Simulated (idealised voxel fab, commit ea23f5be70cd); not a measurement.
Title: Process Module voxel tone inversion
Each square cell in cross-section cut measures 5 nm, and the section as a whole is 220 nm wide.
Cross-section layout: square cells on a grid; listed as bands, top to bottom; a band spans one or more cell rows.
Band entry format. Leading values: height of top, height of bottom, nm. Remainder: materials in left-to-right order, each with its width in nm. Special words: "edge to edge" on a single material, which then fills the band edge to edge; "air", empty space.
Where do heights start? At 0: under that level the wafer as delivered is made of one material only. And the lowest band has no floor; it just carries on downward, as in "0 down".
Width "30..40": first value at the band's top row of cells, second value at its bottom row, equal change from row to row.
You'll sometimes find "changes: none" written for a step, and that's the way of saying that nowhere in the cross-section did a cell change during that step.
Voids not open to the top, 8 cells minimum: see "Voids, enclosed". Written width x height at distance; distance is from the left edge; nm.
The remark found on a step's line after its settings is issued by the simulator itself and pertains to that step.
A step's line can hold "overlay nm"; with a mask on that step, the setting says how far right of the planned place the mask lay, while a negative setting says it lay to the left.
Before/after cross-section pairs, one process step each; after shown to lowest changed band; step and settings beneath. Pairs may be from different runs of this module on the same starting wafer; a pair continues from the one above only where its "State before" entry says so.

### State before
    0 down: Si edge to edge
    Voids, enclosed: none

### Post-Process View
    10 to 0: SiN edge to edge
    Beneath the level 0, the cross-section is identical to its previous state.
    Voids, enclosed: none
Step between the pre-process and post-process cross-sections given above: CONFORMAL_DEP | material SiN | thk nm 10

State before: The initial state for this step is given by the after cross-section of the immediately preceding pair.

### Post-Process View
    35 to 10: polySi edge to edge
    Beneath the level 10, the cross-section is identical to its previous state.
    Voids, enclosed: none
Step between the pre-process and post-process cross-sections given above: DIRECTIONAL_DEP | material polySi | thk nm 25

State before: The initial state for this step is given by the after cross-section of the immediately preceding pair.

### Post-Process View
    65 to 35: air 30, then resist 20, then air 25, then resist 20, then air 25, then resist 20, then air 25, then resist 20, then air 35
    Beneath the level 35, the cross-section is identical to its previous state.
    Voids, enclosed: none
Step between the pre-process and post-process cross-sections given above: PATTERN | tone cover | mask id POSTS | material resist | width nm 20 | pitch nm 45 | thk nm 30 | overlay nm 0

State before: The initial state for this step is given by the after cross-section of the immediately preceding pair.

### Post-Process View
    65 to 35: air 30, then resist 20, then air 25, then resist 20, then air 25, then resist 20, then air 25, then resist 20, then air 35
    35 to 10: air 30, then polySi 20, then air 25, then polySi 20, then air 25, then polySi 20, then air 25, then polySi 20, then air 35
    Beneath the level 10, the cross-section is identical to its previous state.
    Voids, enclosed: none
Step between the pre-process and post-process cross-sections given above: DIRECTIONAL_ETCH | etch materials polySi | depth nm 25

State before: The initial state for this step is given by the after cross-section of the immediately preceding pair.

### Post-Process View
    35 to 10: air 30, then polySi 20, then air 25, then polySi 20, then air 25, then polySi 20, then air 25, then polySi 20, then air 35
    Beneath the level 10, the cross-section is identical to its previous state.
    Voids, enclosed: none
Step between the pre-process and post-process cross-sections given above: STRIP | etch materials resist

State before: The initial state for this step is given by the after cross-section of the immediately preceding pair.

### Post-Process View
    45 to 35: lowk edge to edge
    35 to 10: lowk 30, then polySi 20, then lowk 25, then polySi 20, then lowk 25, then polySi 20, then lowk 25, then polySi 20, then lowk 35
    Beneath the level 10, the cross-section is identical to its previous state.
    Voids, enclosed: none
Step between the pre-process and post-process cross-sections given above: FILL_DEP | material lowk | thk nm 10

State before: The initial state for this step is given by the after cross-section of the immediately preceding pair.

### Post-Process View
    35 to 10: lowk 30, then polySi 20, then lowk 25, then polySi 20, then lowk 25, then polySi 20, then lowk 25, then polySi 20, then lowk 35
    Beneath the level 10, the cross-section is identical to its previous state.
    Voids, enclosed: none
Step between the pre-process and post-process cross-sections given above: CMP | height nm 35

State before: The initial state for this step is given by the after cross-section of the immediately preceding pair.

### Post-Process View
    35 to 10: lowk 30, then air 20, then lowk 25, then air 20, then lowk 25, then air 20, then lowk 25, then air 20, then lowk 35
    Beneath the level 10, the cross-section is identical to its previous state.
    Voids, enclosed: none
Step between the pre-process and post-process cross-sections given above: STRIP | etch materials polySi

State before: The initial state for this step is given by the after cross-section of the immediately preceding pair.

### Post-Process View
    40 to 35: TiN 35, then air 10, then TiN 35, then air 10, then TiN 35, then air 10, then TiN 35, then air 10, then TiN 40
    35 to 15: lowk 30, then TiN 5, then air 10, then TiN 5, then lowk 25, then TiN 5, then air 10, then TiN 5, then lowk 25, then TiN 5, then air 10, then TiN 5, then lowk 25, then TiN 5, then air 10, then TiN 5, then lowk 35
    15 to 10: lowk 30, then TiN 20, then lowk 25, then TiN 20, then lowk 25, then TiN 20, then lowk 25, then TiN 20, then lowk 35
    Beneath the level 10, the cross-section is identical to its previous state.
    Voids, enclosed: none
Step between the pre-process and post-process cross-sections given above: CONFORMAL_DEP | material TiN | thk nm 5

State before: The initial state for this step is given by the after cross-section of the immediately preceding pair.

### Post-Process View
    45 to 40: Cu edge to edge
    40 to 35: TiN 35, then Cu 10, then TiN 35, then Cu 10, then TiN 35, then Cu 10, then TiN 35, then Cu 10, then TiN 40
    35 to 15: lowk 30, then TiN 5, then Cu 10, then TiN 5, then lowk 25, then TiN 5, then Cu 10, then TiN 5, then lowk 25, then TiN 5, then Cu 10, then TiN 5, then lowk 25, then TiN 5, then Cu 10, then TiN 5, then lowk 35
    Beneath the level 15, the cross-section is identical to its previous state.
    Voids, enclosed: none
Step between the pre-process and post-process cross-sections given above: FILL_DEP | material Cu | thk nm 5

State before: The initial state for this step is given by the after cross-section of the immediately preceding pair.

### Post-Process View
    35 to 15: lowk 30, then TiN 5, then Cu 10, then TiN 5, then lowk 25, then TiN 5, then Cu 10, then TiN 5, then lowk 25, then TiN 5, then Cu 10, then TiN 5, then lowk 25, then TiN 5, then Cu 10, then TiN 5, then lowk 35
    Beneath the level 15, the cross-section is identical to its previous state.
    Voids, enclosed: none
Step between the pre-process and post-process cross-sections given above: CMP | height nm 35

State before: The initial state for this step is given by the after cross-section of the immediately preceding pair.

### Post-Process View
    40 to 35: SiCN edge to edge
    Beneath the level 35, the cross-section is identical to its previous state.
    Voids, enclosed: none
Step between the pre-process and post-process cross-sections given above: CONFORMAL_DEP | material SiCN | thk nm 5

### State before
    0 down: Si edge to edge
    Voids, enclosed: none

### Post-Process View
    25 to 0: polySi edge to edge
    Beneath the level 0, the cross-section is identical to its previous state.
    Voids, enclosed: none
Step between the pre-process and post-process cross-sections given above: DIRECTIONAL_DEP | material polySi | thk nm 25

State before: The initial state for this step is given by the after cross-section of the immediately preceding pair.

### Post-Process View
    55 to 25: air 30, then resist 20, then air 25, then resist 20, then air 25, then resist 20, then air 25, then resist 20, then air 35
    Beneath the level 25, the cross-section is identical to its previous state.
    Voids, enclosed: none
Step between the pre-process and post-process cross-sections given above: PATTERN | tone cover | mask id POSTS | material resist | width nm 20 | pitch nm 45 | thk nm 30 | overlay nm 0

State before: The initial state for this step is given by the after cross-section of the immediately preceding pair.

### Post-Process View
    55 to 25: air 30, then resist 20, then air 25, then resist 20, then air 25, then resist 20, then air 25, then resist 20, then air 35
    25 to 0: air 30, then polySi 20, then air 25, then polySi 20, then air 25, then polySi 20, then air 25, then polySi 20, then air 35
    Beneath the level 0, the cross-section is identical to its previous state.
    Voids, enclosed: none
Step between the pre-process and post-process cross-sections given above: DIRECTIONAL_ETCH | etch materials polySi | depth nm 25

State before: The initial state for this step is given by the after cross-section of the immediately preceding pair.

### Post-Process View
    25 to 0: air 30, then polySi 20, then air 25, then polySi 20, then air 25, then polySi 20, then air 25, then polySi 20, then air 35
    Beneath the level 0, the cross-section is identical to its previous state.
    Voids, enclosed: none
Step between the pre-process and post-process cross-sections given above: STRIP | etch materials resist

State before: The initial state for this step is given by the after cross-section of the immediately preceding pair.

### Post-Process View
    35 to 25: lowk edge to edge
    25 to 0: lowk 30, then polySi 20, then lowk 25, then polySi 20, then lowk 25, then polySi 20, then lowk 25, then polySi 20, then lowk 35
    Beneath the level 0, the cross-section is identical to its previous state.
    Voids, enclosed: none
Step between the pre-process and post-process cross-sections given above: FILL_DEP | material lowk | thk nm 10

State before: The initial state for this step is given by the after cross-section of the immediately preceding pair.

### Post-Process View
    40 to 35: TiN edge to edge
    Beneath the level 35, the cross-section is identical to its previous state.
    Voids, enclosed: none
Step between the pre-process and post-process cross-sections given above: CONFORMAL_DEP | material TiN | thk nm 5

State before: The initial state for this step is given by the after cross-section of the immediately preceding pair.

### Post-Process View
    45 to 40: Cu edge to edge
    Beneath the level 40, the cross-section is identical to its previous state.
    Voids, enclosed: none
Step between the pre-process and post-process cross-sections given above: FILL_DEP | material Cu | thk nm 5

State before: The initial state for this step is given by the after cross-section of the immediately preceding pair.

### Post-Process View
    35 to 25: lowk edge to edge
    Beneath the level 25, the cross-section is identical to its previous state.
    Voids, enclosed: none
Step between the pre-process and post-process cross-sections given above: CMP | height nm 35

State before: The initial state for this step is given by the after cross-section of the immediately preceding pair.

### Post-Process View
    40 to 35: SiCN edge to edge
    Beneath the level 35, the cross-section is identical to its previous state.
    Voids, enclosed: none
Step between the pre-process and post-process cross-sections given above: CONFORMAL_DEP | material SiCN | thk nm 5

### State before
    25 to 0: polySi edge to edge
    0 down: Si edge to edge
    Voids, enclosed: none

### Post-Process View
    35 to 25: SiN edge to edge
    Beneath the level 25, the cross-section is identical to its previous state.
    Voids, enclosed: none
Step between the pre-process and post-process cross-sections given above: CONFORMAL_DEP | material SiN | thk nm 10

State before: The initial state for this step is given by the after cross-section of the immediately preceding pair.

### Post-Process View
    65 to 35: air 30, then resist 20, then air 25, then resist 20, then air 25, then resist 20, then air 25, then resist 20, then air 35
    Beneath the level 35, the cross-section is identical to its previous state.
    Voids, enclosed: none
Step between the pre-process and post-process cross-sections given above: PATTERN | tone cover | mask id POSTS | material resist | width nm 20 | pitch nm 45 | thk nm 30 | overlay nm 0

State before: The initial state for this step is given by the after cross-section of the immediately preceding pair.

### Post-Process View
    35 to 25: SiN edge to edge
    Beneath the level 25, the cross-section is identical to its previous state.
    Voids, enclosed: none
Step between the pre-process and post-process cross-sections given above: STRIP | etch materials resist

State before: The initial state for this step is given by the after cross-section of the immediately preceding pair.

### Post-Process View
    45 to 35: lowk edge to edge
    Beneath the level 35, the cross-section is identical to its previous state.
    Voids, enclosed: none
Step between the pre-process and post-process cross-sections given above: FILL_DEP | material lowk | thk nm 10

State before: The initial state for this step is given by the after cross-section of the immediately preceding pair.

### Post-Process View
    35 to 25: SiN edge to edge
    Beneath the level 25, the cross-section is identical to its previous state.
    Voids, enclosed: none
Step between the pre-process and post-process cross-sections given above: CMP | height nm 35

State before: The initial state for this step is given by the after cross-section of the immediately preceding pair.

### Post-Process View
    40 to 35: TiN edge to edge
    Beneath the level 35, the cross-section is identical to its previous state.
    Voids, enclosed: none
Step between the pre-process and post-process cross-sections given above: CONFORMAL_DEP | material TiN | thk nm 5

State before: The initial state for this step is given by the after cross-section of the immediately preceding pair.

### Post-Process View
    45 to 40: Cu edge to edge
    Beneath the level 40, the cross-section is identical to its previous state.
    Voids, enclosed: none
Step between the pre-process and post-process cross-sections given above: FILL_DEP | material Cu | thk nm 5

State before: The initial state for this step is given by the after cross-section of the immediately preceding pair.

### Post-Process View
    35 to 25: SiN edge to edge
    Beneath the level 25, the cross-section is identical to its previous state.
    Voids, enclosed: none
Step between the pre-process and post-process cross-sections given above: CMP | height nm 35

State before: The initial state for this step is given by the after cross-section of the immediately preceding pair.

### Post-Process View
    40 to 35: SiCN edge to edge
    Beneath the level 35, the cross-section is identical to its previous state.
    Voids, enclosed: none
Step between the pre-process and post-process cross-sections given above: CONFORMAL_DEP | material SiCN | thk nm 5

### State before
    45 to 40: Cu edge to edge
    40 to 35: TiN 35, then Cu 10, then TiN 35, then Cu 10, then TiN 35, then Cu 10, then TiN 35, then Cu 10, then TiN 40
    35 to 15: lowk 30, then TiN 5, then Cu 10, then TiN 5, then lowk 25, then TiN 5, then Cu 10, then TiN 5, then lowk 25, then TiN 5, then Cu 10, then TiN 5, then lowk 25, then TiN 5, then Cu 10, then TiN 5, then lowk 35
    15 to 10: lowk 30, then TiN 20, then lowk 25, then TiN 20, then lowk 25, then TiN 20, then lowk 25, then TiN 20, then lowk 35
    10 to 0: SiN edge to edge
    0 down: Si edge to edge
    Voids, enclosed: none

### Post-Process View
    40 to 35: TiN 35, then Cu 10, then TiN 35, then Cu 10, then TiN 35, then Cu 10, then TiN 35, then Cu 10, then TiN 40
    Beneath the level 35, the cross-section is identical to its previous state.
    Voids, enclosed: none
Step between the pre-process and post-process cross-sections given above: CMP | height nm 40

State before: The initial state for this step is given by the after cross-section of the immediately preceding pair.

### Post-Process View
    45 to 40: SiCN edge to edge
    Beneath the level 40, the cross-section is identical to its previous state.
    Voids, enclosed: none
Step between the pre-process and post-process cross-sections given above: CONFORMAL_DEP | material SiCN | thk nm 5

### State before
    35 to 10: polySi edge to edge
    10 to 0: SiN edge to edge
    0 down: Si edge to edge
    Voids, enclosed: none

### Post-Process View
    65 to 35: air 25, then resist 30, then air 15, then resist 30, then air 15, then resist 30, then air 15, then resist 30, then air 30
    Beneath the level 35, the cross-section is identical to its previous state.
    Voids, enclosed: none
Step between the pre-process and post-process cross-sections given above: PATTERN | tone cover | mask id POSTS | material resist | width nm 30 | pitch nm 45 | thk nm 30 | overlay nm 0

State before: The initial state for this step is given by the after cross-section of the immediately preceding pair.

### Post-Process View
    65 to 35: air 25, then resist 30, then air 15, then resist 30, then air 15, then resist 30, then air 15, then resist 30, then air 30
    35 to 10: air 25, then polySi 30, then air 15, then polySi 30, then air 15, then polySi 30, then air 15, then polySi 30, then air 30
    Beneath the level 10, the cross-section is identical to its previous state.
    Voids, enclosed: none
Step between the pre-process and post-process cross-sections given above: DIRECTIONAL_ETCH | etch materials polySi | depth nm 25

State before: The initial state for this step is given by the after cross-section of the immediately preceding pair.

### Post-Process View
    35 to 10: air 25, then polySi 30, then air 15, then polySi 30, then air 15, then polySi 30, then air 15, then polySi 30, then air 30
    Beneath the level 10, the cross-section is identical to its previous state.
    Voids, enclosed: none
Step between the pre-process and post-process cross-sections given above: STRIP | etch materials resist

State before: The initial state for this step is given by the after cross-section of the immediately preceding pair.

### Post-Process View
    45 to 35: lowk edge to edge
    35 to 10: lowk 25, then polySi 30, then lowk 15, then polySi 30, then lowk 15, then polySi 30, then lowk 15, then polySi 30, then lowk 30
    Beneath the level 10, the cross-section is identical to its previous state.
    Voids, enclosed: none
Step between the pre-process and post-process cross-sections given above: FILL_DEP | material lowk | thk nm 10

State before: The initial state for this step is given by the after cross-section of the immediately preceding pair.

### Post-Process View
    35 to 10: lowk 25, then polySi 30, then lowk 15, then polySi 30, then lowk 15, then polySi 30, then lowk 15, then polySi 30, then lowk 30
    Beneath the level 10, the cross-section is identical to its previous state.
    Voids, enclosed: none
Step between the pre-process and post-process cross-sections given above: CMP | height nm 35

State before: The initial state for this step is given by the after cross-section of the immediately preceding pair.

### Post-Process View
    35 to 10: lowk 25, then air 30, then lowk 15, then air 30, then lowk 15, then air 30, then lowk 15, then air 30, then lowk 30
    Beneath the level 10, the cross-section is identical to its previous state.
    Voids, enclosed: none
Step between the pre-process and post-process cross-sections given above: STRIP | etch materials polySi

State before: The initial state for this step is given by the after cross-section of the immediately preceding pair.

### Post-Process View
    40 to 35: TiN 30, then air 20, then TiN 25, then air 20, then TiN 25, then air 20, then TiN 25, then air 20, then TiN 35
    35 to 15: lowk 25, then TiN 5, then air 20, then TiN 5, then lowk 15, then TiN 5, then air 20, then TiN 5, then lowk 15, then TiN 5, then air 20, then TiN 5, then lowk 15, then TiN 5, then air 20, then TiN 5, then lowk 30
    15 to 10: lowk 25, then TiN 30, then lowk 15, then TiN 30, then lowk 15, then TiN 30, then lowk 15, then TiN 30, then lowk 30
    Beneath the level 10, the cross-section is identical to its previous state.
    Voids, enclosed: none
Step between the pre-process and post-process cross-sections given above: CONFORMAL_DEP | material TiN | thk nm 5

State before: The initial state for this step is given by the after cross-section of the immediately preceding pair.

### Post-Process View
    45 to 40: Cu edge to edge
    40 to 35: TiN 30, then Cu 20, then TiN 25, then Cu 20, then TiN 25, then Cu 20, then TiN 25, then Cu 20, then TiN 35
    35 to 15: lowk 25, then TiN 5, then Cu 20, then TiN 5, then lowk 15, then TiN 5, then Cu 20, then TiN 5, then lowk 15, then TiN 5, then Cu 20, then TiN 5, then lowk 15, then TiN 5, then Cu 20, then TiN 5, then lowk 30
    Beneath the level 15, the cross-section is identical to its previous state.
    Voids, enclosed: none
Step between the pre-process and post-process cross-sections given above: FILL_DEP | material Cu | thk nm 5

State before: The initial state for this step is given by the after cross-section of the immediately preceding pair.

### Post-Process View
    35 to 15: lowk 25, then TiN 5, then Cu 20, then TiN 5, then lowk 15, then TiN 5, then Cu 20, then TiN 5, then lowk 15, then TiN 5, then Cu 20, then TiN 5, then lowk 15, then TiN 5, then Cu 20, then TiN 5, then lowk 30
    Beneath the level 15, the cross-section is identical to its previous state.
    Voids, enclosed: none
Step between the pre-process and post-process cross-sections given above: CMP | height nm 35

State before: The initial state for this step is given by the after cross-section of the immediately preceding pair.

### Post-Process View
    40 to 35: SiCN edge to edge
    Beneath the level 35, the cross-section is identical to its previous state.
    Voids, enclosed: none
Step between the pre-process and post-process cross-sections given above: CONFORMAL_DEP | material SiCN | thk nm 5

### State before
    35 to 10: polySi edge to edge
    10 to 0: SiN edge to edge
    0 down: Si edge to edge
    Voids, enclosed: none

### Post-Process View
    65 to 35: air 25, then resist 20, then air 25, then resist 20, then air 25, then resist 20, then air 25, then resist 20, then air 40
    Beneath the level 35, the cross-section is identical to its previous state.
    Voids, enclosed: none
Step between the pre-process and post-process cross-sections given above: PATTERN | tone cover | mask id POSTS | material resist | width nm 20 | pitch nm 45 | thk nm 30 | overlay nm -5

State before: The initial state for this step is given by the after cross-section of the immediately preceding pair.

### Post-Process View
    65 to 35: air 25, then resist 20, then air 25, then resist 20, then air 25, then resist 20, then air 25, then resist 20, then air 40
    35 to 10: air 25, then polySi 20, then air 25, then polySi 20, then air 25, then polySi 20, then air 25, then polySi 20, then air 40
    Beneath the level 10, the cross-section is identical to its previous state.
    Voids, enclosed: none
Step between the pre-process and post-process cross-sections given above: DIRECTIONAL_ETCH | etch materials polySi | depth nm 25

State before: The initial state for this step is given by the after cross-section of the immediately preceding pair.

### Post-Process View
    35 to 10: air 25, then polySi 20, then air 25, then polySi 20, then air 25, then polySi 20, then air 25, then polySi 20, then air 40
    Beneath the level 10, the cross-section is identical to its previous state.
    Voids, enclosed: none
Step between the pre-process and post-process cross-sections given above: STRIP | etch materials resist

State before: The initial state for this step is given by the after cross-section of the immediately preceding pair.

### Post-Process View
    45 to 35: lowk edge to edge
    35 to 10: lowk 25, then polySi 20, then lowk 25, then polySi 20, then lowk 25, then polySi 20, then lowk 25, then polySi 20, then lowk 40
    Beneath the level 10, the cross-section is identical to its previous state.
    Voids, enclosed: none
Step between the pre-process and post-process cross-sections given above: FILL_DEP | material lowk | thk nm 10

State before: The initial state for this step is given by the after cross-section of the immediately preceding pair.

### Post-Process View
    35 to 10: lowk 25, then polySi 20, then lowk 25, then polySi 20, then lowk 25, then polySi 20, then lowk 25, then polySi 20, then lowk 40
    Beneath the level 10, the cross-section is identical to its previous state.
    Voids, enclosed: none
Step between the pre-process and post-process cross-sections given above: CMP | height nm 35

State before: The initial state for this step is given by the after cross-section of the immediately preceding pair.

### Post-Process View
    35 to 10: lowk 25, then air 20, then lowk 25, then air 20, then lowk 25, then air 20, then lowk 25, then air 20, then lowk 40
    Beneath the level 10, the cross-section is identical to its previous state.
    Voids, enclosed: none
Step between the pre-process and post-process cross-sections given above: STRIP | etch materials polySi

State before: The initial state for this step is given by the after cross-section of the immediately preceding pair.

### Post-Process View
    40 to 35: TiN 30, then air 10, then TiN 35, then air 10, then TiN 35, then air 10, then TiN 35, then air 10, then TiN 45
    35 to 15: lowk 25, then TiN 5, then air 10, then TiN 5, then lowk 25, then TiN 5, then air 10, then TiN 5, then lowk 25, then TiN 5, then air 10, then TiN 5, then lowk 25, then TiN 5, then air 10, then TiN 5, then lowk 40
    15 to 10: lowk 25, then TiN 20, then lowk 25, then TiN 20, then lowk 25, then TiN 20, then lowk 25, then TiN 20, then lowk 40
    Beneath the level 10, the cross-section is identical to its previous state.
    Voids, enclosed: none
Step between the pre-process and post-process cross-sections given above: CONFORMAL_DEP | material TiN | thk nm 5

State before: The initial state for this step is given by the after cross-section of the immediately preceding pair.

### Post-Process View
    45 to 40: Cu edge to edge
    40 to 35: TiN 30, then Cu 10, then TiN 35, then Cu 10, then TiN 35, then Cu 10, then TiN 35, then Cu 10, then TiN 45
    35 to 15: lowk 25, then TiN 5, then Cu 10, then TiN 5, then lowk 25, then TiN 5, then Cu 10, then TiN 5, then lowk 25, then TiN 5, then Cu 10, then TiN 5, then lowk 25, then TiN 5, then Cu 10, then TiN 5, then lowk 40
    Beneath the level 15, the cross-section is identical to its previous state.
    Voids, enclosed: none
Step between the pre-process and post-process cross-sections given above: FILL_DEP | material Cu | thk nm 5

State before: The initial state for this step is given by the after cross-section of the immediately preceding pair.

### Post-Process View
    35 to 15: lowk 25, then TiN 5, then Cu 10, then TiN 5, then lowk 25, then TiN 5, then Cu 10, then TiN 5, then lowk 25, then TiN 5, then Cu 10, then TiN 5, then lowk 25, then TiN 5, then Cu 10, then TiN 5, then lowk 40
    Beneath the level 15, the cross-section is identical to its previous state.
    Voids, enclosed: none
Step between the pre-process and post-process cross-sections given above: CMP | height nm 35

State before: The initial state for this step is given by the after cross-section of the immediately preceding pair.

### Post-Process View
    40 to 35: SiCN edge to edge
    Beneath the level 35, the cross-section is identical to its previous state.
    Voids, enclosed: none
Step between the pre-process and post-process cross-sections given above: CONFORMAL_DEP | material SiCN | thk nm 5

### State before
    0 down: Si edge to edge
    Voids, enclosed: none

### Post-Process View
    10 to 0: Cu edge to edge
    Beneath the level 0, the cross-section is identical to its previous state.
    Voids, enclosed: none
Step between the pre-process and post-process cross-sections given above: CONFORMAL_DEP | material Cu | thk nm 10

State before: The initial state for this step is given by the after cross-section of the immediately preceding pair.

### Post-Process View
    35 to 10: polySi edge to edge
    Beneath the level 10, the cross-section is identical to its previous state.
    Voids, enclosed: none
Step between the pre-process and post-process cross-sections given above: DIRECTIONAL_DEP | material polySi | thk nm 25

State before: The initial state for this step is given by the after cross-section of the immediately preceding pair.

### Post-Process View
    65 to 35: air 30, then resist 20, then air 25, then resist 20, then air 25, then resist 20, then air 25, then resist 20, then air 35
    Beneath the level 35, the cross-section is identical to its previous state.
    Voids, enclosed: none
Step between the pre-process and post-process cross-sections given above: PATTERN | tone cover | mask id POSTS | material resist | width nm 20 | pitch nm 45 | thk nm 30 | overlay nm 0

State before: The initial state for this step is given by the after cross-section of the immediately preceding pair.

### Post-Process View
    65 to 35: air 30, then resist 20, then air 25, then resist 20, then air 25, then resist 20, then air 25, then resist 20, then air 35
    35 to 10: air 30, then polySi 20, then air 25, then polySi 20, then air 25, then polySi 20, then air 25, then polySi 20, then air 35
    Beneath the level 10, the cross-section is identical to its previous state.
    Voids, enclosed: none
Step between the pre-process and post-process cross-sections given above: DIRECTIONAL_ETCH | etch materials polySi | depth nm 25

State before: The initial state for this step is given by the after cross-section of the immediately preceding pair.

### Post-Process View
    35 to 10: air 30, then polySi 20, then air 25, then polySi 20, then air 25, then polySi 20, then air 25, then polySi 20, then air 35
    Beneath the level 10, the cross-section is identical to its previous state.
    Voids, enclosed: none
Step between the pre-process and post-process cross-sections given above: STRIP | etch materials resist

State before: The initial state for this step is given by the after cross-section of the immediately preceding pair.

### Post-Process View
    45 to 35: lowk edge to edge
    35 to 10: lowk 30, then polySi 20, then lowk 25, then polySi 20, then lowk 25, then polySi 20, then lowk 25, then polySi 20, then lowk 35
    Beneath the level 10, the cross-section is identical to its previous state.
    Voids, enclosed: none
Step between the pre-process and post-process cross-sections given above: FILL_DEP | material lowk | thk nm 10

State before: The initial state for this step is given by the after cross-section of the immediately preceding pair.

### Post-Process View
    35 to 10: lowk 30, then polySi 20, then lowk 25, then polySi 20, then lowk 25, then polySi 20, then lowk 25, then polySi 20, then lowk 35
    Beneath the level 10, the cross-section is identical to its previous state.
    Voids, enclosed: none
Step between the pre-process and post-process cross-sections given above: CMP | height nm 35

State before: The initial state for this step is given by the after cross-section of the immediately preceding pair.

### Post-Process View
    35 to 10: lowk 30, then air 20, then lowk 25, then air 20, then lowk 25, then air 20, then lowk 25, then air 20, then lowk 35
    Beneath the level 10, the cross-section is identical to its previous state.
    Voids, enclosed: none
Step between the pre-process and post-process cross-sections given above: STRIP | etch materials polySi

State before: The initial state for this step is given by the after cross-section of the immediately preceding pair.

### Post-Process View
    40 to 35: TiN 35, then air 10, then TiN 35, then air 10, then TiN 35, then air 10, then TiN 35, then air 10, then TiN 40
    35 to 15: lowk 30, then TiN 5, then air 10, then TiN 5, then lowk 25, then TiN 5, then air 10, then TiN 5, then lowk 25, then TiN 5, then air 10, then TiN 5, then lowk 25, then TiN 5, then air 10, then TiN 5, then lowk 35
    15 to 10: lowk 30, then TiN 20, then lowk 25, then TiN 20, then lowk 25, then TiN 20, then lowk 25, then TiN 20, then lowk 35
    Beneath the level 10, the cross-section is identical to its previous state.
    Voids, enclosed: none
Step between the pre-process and post-process cross-sections given above: CONFORMAL_DEP | material TiN | thk nm 5

State before: The initial state for this step is given by the after cross-section of the immediately preceding pair.

### Post-Process View
    45 to 40: Cu edge to edge
    40 to 35: TiN 35, then Cu 10, then TiN 35, then Cu 10, then TiN 35, then Cu 10, then TiN 35, then Cu 10, then TiN 40
    35 to 15: lowk 30, then TiN 5, then Cu 10, then TiN 5, then lowk 25, then TiN 5, then Cu 10, then TiN 5, then lowk 25, then TiN 5, then Cu 10, then TiN 5, then lowk 25, then TiN 5, then Cu 10, then TiN 5, then lowk 35
    Beneath the level 15, the cross-section is identical to its previous state.
    Voids, enclosed: none
Step between the pre-process and post-process cross-sections given above: FILL_DEP | material Cu | thk nm 5

State before: The initial state for this step is given by the after cross-section of the immediately preceding pair.

### Post-Process View
    35 to 15: lowk 30, then TiN 5, then Cu 10, then TiN 5, then lowk 25, then TiN 5, then Cu 10, then TiN 5, then lowk 25, then TiN 5, then Cu 10, then TiN 5, then lowk 25, then TiN 5, then Cu 10, then TiN 5, then lowk 35
    Beneath the level 15, the cross-section is identical to its previous state.
    Voids, enclosed: none
Step between the pre-process and post-process cross-sections given above: CMP | height nm 35

State before: The initial state for this step is given by the after cross-section of the immediately preceding pair.

### Post-Process View
    40 to 35: SiCN edge to edge
    Beneath the level 35, the cross-section is identical to its previous state.
    Voids, enclosed: none
Step between the pre-process and post-process cross-sections given above: CONFORMAL_DEP | material SiCN | thk nm 5

### State before
    35 to 10: polySi edge to edge
    10 to 0: SiN edge to edge
    0 down: Si edge to edge
    Voids, enclosed: none

### Post-Process View
    65 to 35: resist 30, then air 20, then resist 25, then air 20, then resist 25, then air 20, then resist 25, then air 20, then resist 35
    Beneath the level 35, the cross-section is identical to its previous state.
    Voids, enclosed: none
Step between the pre-process and post-process cross-sections given above: PATTERN | tone open | mask id POSTS | material resist | width nm 20 | pitch nm 45 | thk nm 30 | overlay nm 0

State before: The initial state for this step is given by the after cross-section of the immediately preceding pair.

### Post-Process View
    65 to 35: resist 30, then air 20, then resist 25, then air 20, then resist 25, then air 20, then resist 25, then air 20, then resist 35
    35 to 10: polySi 30, then air 20, then polySi 25, then air 20, then polySi 25, then air 20, then polySi 25, then air 20, then polySi 35
    Beneath the level 10, the cross-section is identical to its previous state.
    Voids, enclosed: none
Step between the pre-process and post-process cross-sections given above: DIRECTIONAL_ETCH | etch materials polySi | depth nm 25

State before: The initial state for this step is given by the after cross-section of the immediately preceding pair.

### Post-Process View
    35 to 10: polySi 30, then air 20, then polySi 25, then air 20, then polySi 25, then air 20, then polySi 25, then air 20, then polySi 35
    Beneath the level 10, the cross-section is identical to its previous state.
    Voids, enclosed: none
Step between the pre-process and post-process cross-sections given above: STRIP | etch materials resist

State before: The initial state for this step is given by the after cross-section of the immediately preceding pair.

### Post-Process View
    45 to 35: lowk edge to edge
    35 to 10: polySi 30, then lowk 20, then polySi 25, then lowk 20, then polySi 25, then lowk 20, then polySi 25, then lowk 20, then polySi 35
    Beneath the level 10, the cross-section is identical to its previous state.
    Voids, enclosed: none
Step between the pre-process and post-process cross-sections given above: FILL_DEP | material lowk | thk nm 10

State before: The initial state for this step is given by the after cross-section of the immediately preceding pair.

### Post-Process View
    35 to 10: polySi 30, then lowk 20, then polySi 25, then lowk 20, then polySi 25, then lowk 20, then polySi 25, then lowk 20, then polySi 35
    Beneath the level 10, the cross-section is identical to its previous state.
    Voids, enclosed: none
Step between the pre-process and post-process cross-sections given above: CMP | height nm 35

State before: The initial state for this step is given by the after cross-section of the immediately preceding pair.

### Post-Process View
    35 to 10: air 30, then lowk 20, then air 25, then lowk 20, then air 25, then lowk 20, then air 25, then lowk 20, then air 35
    Beneath the level 10, the cross-section is identical to its previous state.
    Voids, enclosed: none
Step between the pre-process and post-process cross-sections given above: STRIP | etch materials polySi

State before: The initial state for this step is given by the after cross-section of the immediately preceding pair.

### Post-Process View
    40 to 35: air 25, then TiN 30, then air 15, then TiN 30, then air 15, then TiN 30, then air 15, then TiN 30, then air 30
    35 to 15: air 25, then TiN 5, then lowk 20, then TiN 5, then air 15, then TiN 5, then lowk 20, then TiN 5, then air 15, then TiN 5, then lowk 20, then TiN 5, then air 15, then TiN 5, then lowk 20, then TiN 5, then air 30
    15 to 10: TiN 30, then lowk 20, then TiN 25, then lowk 20, then TiN 25, then lowk 20, then TiN 25, then lowk 20, then TiN 35
    Beneath the level 10, the cross-section is identical to its previous state.
    Voids, enclosed: none
Step between the pre-process and post-process cross-sections given above: CONFORMAL_DEP | material TiN | thk nm 5
